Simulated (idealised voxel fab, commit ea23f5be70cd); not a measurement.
process module | voxel quadruple lines
cross-section cut | 280 nm wide | cells 5 nm
A cross-section is a grid of square cells, given in bands from the top down. A band is one or more rows of cells.
Each band's line starts with the height of the band's top and of its bottom, in nm. Then come its materials from left to right, each with its width in nm. One material with "throughout" fills the band from edge to edge. "air" is empty space.
Height 0 is the level under which the wafer as received is all one material. The lowest band goes on downwards, as in "0 down".
A width such as "30 to 40" changes by the same amount from each row of cells to the next, from the band's top row to its bottom row.
"no change" after a step means that no cell of the cross-section changed.
closed voids: empty space of 8 cells or more with no open way to the top, each as width x height at its distance from the left edge, in nm
after a step's settings: what the simulator itself notes on the step
overlay nm, on a step with a mask: how far to the right of its planned place the mask lay; to the left if negative
plan
1 op RECEIVE | material Si
2 op CONFORMAL_DEP | material SiO2 | thk nm 10
3 op DIRECTIONAL_DEP | material W | thk nm 10
4 op DIRECTIONAL_DEP | material polySi | thk nm 20
5 op DIRECTIONAL_DEP | material aC | thk nm 20
6 op PATTERN | tone cover | mask id MANDREL | material resist | width nm 20 | pitch nm 60 | thk nm 25 | overlay nm 0
7 op DIRECTIONAL_ETCH | etch materials aC | depth nm 20
8 op STRIP | etch materials resist
9 op CONFORMAL_DEP | material SiO2 | thk nm 10
10 op DIRECTIONAL_ETCH | etch materials SiO2 | depth nm 10
11 op STRIP | etch materials aC
12 op DIRECTIONAL_ETCH | etch materials polySi | depth nm 20
13 op STRIP | etch materials SiO2
14 op CONFORMAL_DEP | material SiCN | thk nm 5
15 op DIRECTIONAL_ETCH | etch materials SiCN | depth nm 5
16 op STRIP | etch materials polySi
17 op DIRECTIONAL_ETCH | etch materials W | depth nm 10
18 op STRIP | etch materials SiCN
as received, after step 1
  0 down: Si throughout
  closed voids: none
a wafer at the end: this start, this plan, one mistake
  10 to 0: air 85 | W 5 | air 10 | W 5 | air 10 | W 5 | air 10 | W 5 | air 10 | W 5 | air 10 | W 5 | air 10 | W 5 | air 10 | W 5 | air 85
  0 down: Si throughout
  closed voids: none
what went wrong: step 2 was left out
